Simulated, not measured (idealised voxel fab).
process module | voxel wiring stack
cross-section cut | 200 nm wide | cells 5 nm
A cross-section is a grid of square cells, given in bands from the top down. A band is one or more rows of cells.
Each band's line starts with the height of the band's top and of its bottom, in nm. Then come its materials from left to right, each with its width in nm. One material with "throughout" fills the band from edge to edge. "air" is empty space.
Height 0 is the level under which the wafer as received is all one material. The lowest band goes on downwards, as in "0 down".
A width such as "30 to 40" changes by the same amount from each row of cells to the next, from the band's top row to its bottom row.
"no change" after a step means that no cell of the cross-section changed.
closed voids: empty space of 8 cells or more with no open way to the top, each as width x height at its distance from the left edge, in nm
after a step's settings: what the simulator itself notes on the step
overlay nm, on a step with a mask: how far to the right of its planned place the mask lay; to the left if negative
plan
1 op RECEIVE | material Si
2 op CONFORMAL_DEP | material SiO2 | thk nm 10
3 op CONFORMAL_DEP | material SiN | thk nm 5
4 op DIRECTIONAL_DEP | material SiO2 | thk nm 25
5 op MASKED_ETCH | tone open | mask id METAL_1 | width nm 25 | pitch nm 55 | etch materials SiO2 | depth nm 25 | overlay nm 0
6 op MASKED_ETCH | tone open | mask id METAL_1 | width nm 25 | pitch nm 55 | etch materials SiN | depth nm 5 | overlay nm 0
7 op CONFORMAL_DEP | material TiN | thk nm 5
8 op FILL_DEP | material W | thk nm 5
9 op CMP | height nm 40
10 op EPI | material Ru | thk nm 5
11 op FILL_DEP | material SiCN | thk nm 5
12 op DIRECTIONAL_DEP | material lowk | thk nm 25
13 op PATTERN | tone open | mask id METAL_2 | material resist | width nm 25 | pitch nm 55 | thk nm 15 | overlay nm 0
14 op DIRECTIONAL_ETCH | etch materials lowk | depth nm 15
15 op STRIP | etch materials resist
16 op MASKED_ETCH | tone open | mask id METAL_2_HOLES | width nm 15 | pitch nm 55 | etch materials lowk | depth nm 10 | overlay nm 0
17 op MASKED_ETCH | tone open | mask id METAL_2_HOLES | width nm 15 | pitch nm 55 | etch materials SiCN | depth nm 5 | overlay nm 0
18 op CONFORMAL_DEP | material TiN | thk nm 5
19 op FILL_DEP | material Cu | thk nm 5
20 op CMP | height nm 75
21 op CONFORMAL_DEP | material SiN | thk nm 5
as received, after step 1
  0 down: Si throughout
  closed voids: none
first wafer at the end, as planned
  80 to 75: SiN throughout
  75 to 65: lowk 60 | TiN 5 | Cu 15 | TiN 5 | lowk 30 | TiN 5 | Cu 15 | TiN 5 | lowk 60
  65 to 60: lowk 60 | TiN 5 | Cu 5 | TiN 15 | lowk 30 | TiN 5 | Cu 5 | TiN 15 | lowk 60
  60 to 50: lowk 60 | TiN 5 | Cu 5 | TiN 5 | lowk 40 | TiN 5 | Cu 5 | TiN 5 | lowk 70
  50 to 45: SiCN 60 | TiN 15 | SiCN 40 | TiN 15 | SiCN 70
  45 to 40: SiCN 55 | Ru 35 | SiCN 20 | Ru 35 | SiCN 55
  40 to 15: SiO2 60 | TiN 5 | W 15 | TiN 5 | SiO2 30 | TiN 5 | W 15 | TiN 5 | SiO2 60
  15 to 10: SiN 60 | TiN 25 | SiN 30 | TiN 25 | SiN 60
  10 to 0: SiO2 throughout
  0 down: Si throughout
  closed voids: none
second wafer at the end: like start, like plan, one mistake
  80 to 75: SiN throughout
  75 to 70: Cu throughout
  70 to 65: TiN 65 | Cu 15 | TiN 40 | Cu 15 | TiN 65
  65 to 60: lowk 60 | TiN 25 | lowk 30 | TiN 25 | lowk 60
  60 to 50: lowk 75 | TiN 10 | lowk 45 | TiN 10 | lowk 60
  50 to 45: SiCN throughout
  45 to 40: SiCN 55 | Ru 35 | SiCN 20 | Ru 35 | SiCN 55
  40 to 15: SiO2 60 | TiN 5 | W 15 | TiN 5 | SiO2 30 | TiN 5 | W 15 | TiN 5 | SiO2 60
  15 to 10: SiN 60 | TiN 25 | SiN 30 | TiN 25 | SiN 60
  10 to 0: SiO2 throughout
  0 down: Si throughout
  closed voids: none
what went wrong: step 16 ran as: op MASKED_ETCH | tone cover | mask id METAL_2_HOLES | width nm 15 | pitch nm 55 | etch materials lowk | depth nm 10 | overlay nm 0
at the end the second wafer has, in cells: 28 more of Cu | 6 more of SiCN | 22 more of TiN | 56 fewer of lowk
